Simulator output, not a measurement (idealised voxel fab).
Process module in this document: voxel wiring stack
FYI the section here is cut, 180 nm wide, cells are 5 nm squares.
Reading order for cross-sections: top band down to bottom band. Underlying form: a grid of square cells. Band size: one or more rows of cells.
The band entry comprises the height of the band's top followed by the height of its bottom, expressed in nm, and subsequently the band's materials from left to right, each stated together with its width in nm. Where a single material is marked with the word "edge to edge", that material fills the band from edge to edge. The word "air" represents empty space.
Height datum 0, below which the as-received substrate wafer is one material. Lowest band open at the bottom, running downward: "0..down".
With a width like "30 to 40", each row of cells in the band differs from the next by the same amount, the top row carrying the first number and the bottom row the second.
Basically "left unchanged" means that step didn't change any cell in the cross-section.
So "Fully sealed cavities" is basically the list of trapped voids: any empty space of 8 cells or more that can't reach the top through an opening. They're written width x height at distance, the distance being from the left edge, and it's all nm.
That trailing text on a step's line, after the settings, is the simulator's own remark on the step.
Steps that use a mask can have "overlay nm" on their line. It says how far the mask sat to the right of where it was meant to be. Negative means to the left.

-- plan
1,RECEIVE with material Si
2,CONFORMAL_DEP with material SiO2, thk nm 15
3,DIRECTIONAL_DEP with material TiN, thk nm 5
4,DIRECTIONAL_DEP with material W, thk nm 20
5,DIRECTIONAL_DEP with material aC, thk nm 15
6,PATTERN with tone cover, mask id METAL_1, material resist, width nm 30, pitch nm 50, thk nm 30, overlay nm 0
7,DIRECTIONAL_ETCH with etch materials aC, depth nm 15
8,STRIP with etch materials resist
9,DIRECTIONAL_ETCH with etch materials W, depth nm 20
10,DIRECTIONAL_ETCH with etch materials TiN, depth nm 5
11,STRIP with etch materials aC
12,CONFORMAL_DEP with material SiCN, thk nm 5
13,FILL_DEP with material lowk, thk nm 10
14,CMP with height nm 40
15,CONFORMAL_DEP with material SiCN, thk nm 5
16,DIRECTIONAL_DEP with material lowk, thk nm 30
17,DIRECTIONAL_DEP with material aC, thk nm 15
18,PATTERN with tone open, mask id METAL_2_HOLES, material resist, width nm 15, pitch nm 50, thk nm 35, overlay nm 0
19,DIRECTIONAL_ETCH with etch materials aC, depth nm 15
20,STRIP with etch materials resist
21,DIRECTIONAL_ETCH with etch materials lowk, depth nm 30
22,STRIP with etch materials aC
23,MASKED_ETCH with tone open, mask id METAL_2, width nm 30, pitch nm 50, etch materials lowk, depth nm 15, overlay nm 0
24,MASKED_ETCH with tone open, mask id METAL_2, width nm 30, pitch nm 50, etch materials SiCN, depth nm 5, overlay nm 0
25,CONFORMAL_DEP with material TiN, thk nm 5
26,FILL_DEP with material Cu, thk nm 5
27,CMP with height nm 75
28,CONFORMAL_DEP with material SiCN, thk nm 5
29,DIRECTIONAL_DEP with material SiO2, thk nm 20
30,DIRECTIONAL_DEP with material aC, thk nm 15
31,PATTERN with tone open, mask id PLUG_2, material resist, width nm 15, pitch nm 100, thk nm 30, overlay nm 0
32,DIRECTIONAL_ETCH with etch materials aC, depth nm 15
33,STRIP with etch materials resist
34,DIRECTIONAL_ETCH with etch materials SiO2, depth nm 20
35,DIRECTIONAL_ETCH with etch materials SiCN, depth nm 5
36,STRIP with etch materials aC
37,CONFORMAL_DEP with material TiN, thk nm 5
38,FILL_DEP with material W, thk nm 10
39,CMP with height nm 100
40,CONFORMAL_DEP with material SiN, thk nm 5
41,DIRECTIONAL_DEP with material SiO2, thk nm 25
42,DIRECTIONAL_DEP with material aC, thk nm 10
43,PATTERN with tone open, mask id METAL_3, material resist, width nm 30, pitch nm 50, thk nm 25, overlay nm 0
44,DIRECTIONAL_ETCH with etch materials aC, depth nm 10
45,STRIP with etch materials resist
46,DIRECTIONAL_ETCH with etch materials SiO2, depth nm 25
47,DIRECTIONAL_ETCH with etch materials SiN, depth nm 5
48,STRIP with etch materials aC
49,CONFORMAL_DEP with material TiN, thk nm 5
50,FILL_DEP with material Cu, thk nm 5
51,CMP with height nm 130
52,EPI with material Ru, thk nm 5
53,FILL_DEP with material SiCN, thk nm 5
54,DIRECTIONAL_DEP with material SiO2, thk nm 5
55,MASKED_ETCH with tone open, mask id PLUG_3, width nm 15, pitch nm 50, etch materials SiO2, depth nm 15, overlay nm 0
56,MASKED_ETCH with tone open, mask id PLUG_3, width nm 15, pitch nm 50, etch materials SiCN, depth nm 5, overlay nm 0
57,CONFORMAL_DEP with material TiN, thk nm 5
58,FILL_DEP with material Cu, thk nm 10
59,CMP with height nm 155
60,CONFORMAL_DEP with material SiN, thk nm 5
61,DIRECTIONAL_DEP with material lowk, thk nm 20
62,PATTERN with tone open, mask id METAL_4, material resist, width nm 30, pitch nm 50, thk nm 15, overlay nm 0
63,DIRECTIONAL_ETCH with etch materials lowk, depth nm 20
64,DIRECTIONAL_ETCH with etch materials SiN, depth nm 5
65,STRIP with etch materials resist
66,CONFORMAL_DEP with material TiN, thk nm 5
67,FILL_DEP with material W, thk nm 10
68,CMP with height nm 180
69,CONFORMAL_DEP with material SiCN, thk nm 5
varied across the wafers: thk nm of step 54. The plan shows the first wafer's value. All wafers start alike

-- As-received cross-section, first of several wafers, post step 1
	0..down | Si edge to edge
	Fully sealed cavities: none

-- Here is the cross-section of the first of several wafers at the end of the module, after its last step, step 69
	185..180 | SiCN edge to edge
	180..160 | lowk 25 nm | TiN 5 nm | W 20 nm | TiN 5 nm | lowk 20 nm | TiN 5 nm | W 20 nm | TiN 5 nm | lowk 20 nm | TiN 5 nm | W 20 nm | TiN 5 nm | lowk 25 nm
	160..155 | SiN 25 nm | TiN 30 nm | SiN 20 nm | TiN 30 nm | SiN 20 nm | TiN 30 nm | SiN 25 nm
	155..150 | Cu edge to edge
	150..145 | TiN 30 nm | Cu 5 nm | TiN 45 nm | Cu 5 nm | TiN 45 nm | Cu 5 nm | TiN 45 nm
	145..140 | SiO2 25 nm | TiN 5 nm | Cu 5 nm | TiN 5 nm | SiO2 35 nm | TiN 5 nm | Cu 5 nm | TiN 5 nm | SiO2 35 nm | TiN 5 nm | Cu 5 nm | TiN 5 nm | SiO2 40 nm
	140..135 | SiCN 25 nm | TiN 15 nm | SiCN 35 nm | TiN 15 nm | SiCN 35 nm | TiN 15 nm | SiCN 40 nm
	135..130 | SiCN 20 nm | Ru 40 nm | SiCN 10 nm | Ru 40 nm | SiCN 10 nm | Ru 40 nm | SiCN 20 nm
	130..105 | SiO2 25 nm | TiN 5 nm | Cu 20 nm | TiN 5 nm | SiO2 20 nm | TiN 5 nm | Cu 20 nm | TiN 5 nm | SiO2 20 nm | TiN 5 nm | Cu 20 nm | TiN 5 nm | SiO2 25 nm
	105..100 | SiN 25 nm | TiN 30 nm | SiN 20 nm | TiN 30 nm | SiN 20 nm | TiN 30 nm | SiN 25 nm
	100..80 | SiO2 25 nm | TiN 5 nm | W 5 nm | TiN 5 nm | SiO2 85 nm | TiN 5 nm | W 5 nm | TiN 5 nm | SiO2 40 nm
	80..75 | SiCN 25 nm | TiN 15 nm | SiCN 85 nm | TiN 15 nm | SiCN 40 nm
	75..65 | lowk 25 nm | TiN 5 nm | Cu 20 nm | TiN 5 nm | lowk 20 nm | TiN 5 nm | Cu 20 nm | TiN 5 nm | lowk 20 nm | TiN 5 nm | Cu 20 nm | TiN 5 nm | lowk 25 nm
	65..60 | lowk 25 nm | TiN 5 nm | Cu 5 nm | TiN 20 nm | lowk 20 nm | TiN 5 nm | Cu 5 nm | TiN 20 nm | lowk 20 nm | TiN 5 nm | Cu 5 nm | TiN 20 nm | lowk 25 nm
	60..45 | lowk 25 nm | TiN 5 nm | Cu 5 nm | TiN 5 nm | lowk 35 nm | TiN 5 nm | Cu 5 nm | TiN 5 nm | lowk 35 nm | TiN 5 nm | Cu 5 nm | TiN 5 nm | lowk 40 nm
	45..40 | SiCN 25 nm | TiN 15 nm | SiCN 35 nm | TiN 15 nm | SiCN 35 nm | TiN 15 nm | SiCN 40 nm
	40..20 | lowk 20 nm | SiCN 5 nm | W 30 nm | SiCN 5 nm | lowk 10 nm | SiCN 5 nm | W 30 nm | SiCN 5 nm | lowk 10 nm | SiCN 5 nm | W 30 nm | SiCN 5 nm | lowk 20 nm
	20..15 | SiCN 25 nm | TiN 30 nm | SiCN 20 nm | TiN 30 nm | SiCN 20 nm | TiN 30 nm | SiCN 25 nm
	15..0 | SiO2 edge to edge
	0..down | Si edge to edge
	Fully sealed cavities: none

-- last wafer at the end
	185..180 | SiCN edge to edge
	180..160 | lowk 25 nm | TiN 5 nm | W 20 nm | TiN 5 nm | lowk 20 nm | TiN 5 nm | W 20 nm | TiN 5 nm | lowk 20 nm | TiN 5 nm | W 20 nm | TiN 5 nm | lowk 25 nm
	160..155 | SiN 25 nm | TiN 30 nm | SiN 20 nm | TiN 30 nm | SiN 20 nm | TiN 30 nm | SiN 25 nm
	155..140 | SiO2 edge to edge
	140..135 | SiCN edge to edge
	135..130 | SiCN 20 nm | Ru 40 nm | SiCN 10 nm | Ru 40 nm | SiCN 10 nm | Ru 40 nm | SiCN 20 nm
	130..105 | SiO2 25 nm | TiN 5 nm | Cu 20 nm | TiN 5 nm | SiO2 20 nm | TiN 5 nm | Cu 20 nm | TiN 5 nm | SiO2 20 nm | TiN 5 nm | Cu 20 nm | TiN 5 nm | SiO2 25 nm
	105..100 | SiN 25 nm | TiN 30 nm | SiN 20 nm | TiN 30 nm | SiN 20 nm | TiN 30 nm | SiN 25 nm
	100..80 | SiO2 25 nm | TiN 5 nm | W 5 nm | TiN 5 nm | SiO2 85 nm | TiN 5 nm | W 5 nm | TiN 5 nm | SiO2 40 nm
	80..75 | SiCN 25 nm | TiN 15 nm | SiCN 85 nm | TiN 15 nm | SiCN 40 nm
	75..65 | lowk 25 nm | TiN 5 nm | Cu 20 nm | TiN 5 nm | lowk 20 nm | TiN 5 nm | Cu 20 nm | TiN 5 nm | lowk 20 nm | TiN 5 nm | Cu 20 nm | TiN 5 nm | lowk 25 nm
	65..60 | lowk 25 nm | TiN 5 nm | Cu 5 nm | TiN 20 nm | lowk 20 nm | TiN 5 nm | Cu 5 nm | TiN 20 nm | lowk 20 nm | TiN 5 nm | Cu 5 nm | TiN 20 nm | lowk 25 nm
	60..45 | lowk 25 nm | TiN 5 nm | Cu 5 nm | TiN 5 nm | lowk 35 nm | TiN 5 nm | Cu 5 nm | TiN 5 nm | lowk 35 nm | TiN 5 nm | Cu 5 nm | TiN 5 nm | lowk 40 nm
	45..40 | SiCN 25 nm | TiN 15 nm | SiCN 35 nm | TiN 15 nm | SiCN 35 nm | TiN 15 nm | SiCN 40 nm
	40..20 | lowk 20 nm | SiCN 5 nm | W 30 nm | SiCN 5 nm | lowk 10 nm | SiCN 5 nm | W 30 nm | SiCN 5 nm | lowk 10 nm | SiCN 5 nm | W 30 nm | SiCN 5 nm | lowk 20 nm
	20..15 | SiCN 25 nm | TiN 30 nm | SiCN 20 nm | TiN 30 nm | SiCN 20 nm | TiN 30 nm | SiCN 25 nm
	15..0 | SiO2 edge to edge
	0..down | Si edge to edge
	Fully sealed cavities: none

-- Where each wafer stands at the end of the module, a row apiece: cells of each material gained (+) or lost (-) since it was received, then closed voids
thk nm 5 | +138 Cu | +24 Ru | +174 SiCN | +36 SiN | +345 SiO2 | +232 TiN | +128 W | +255 lowk | Fully sealed cavities: none
thk nm 10 | +105 Cu | +24 Ru | +174 SiCN | +36 SiN | +372 SiO2 | +238 TiN | +128 W | +255 lowk | Fully sealed cavities: none
thk nm 15 | +105 Cu | +24 Ru | +174 SiCN | +36 SiN | +399 SiO2 | +211 TiN | +128 W | +255 lowk | Fully sealed cavities: none
thk nm 20 | +99 Cu | +24 Ru | +183 SiCN | +36 SiN | +408 SiO2 | +199 TiN | +128 W | +255 lowk | Fully sealed cavities: none
thk nm 25 | +96 Cu | +24 Ru | +183 SiCN | +36 SiN | +417 SiO2 | +193 TiN | +128 W | +255 lowk | Fully sealed cavities: none
thk nm 30 | +96 Cu | +24 Ru | +183 SiCN | +36 SiN | +426 SiO2 | +184 TiN | +128 W | +255 lowk | Fully sealed cavities: none
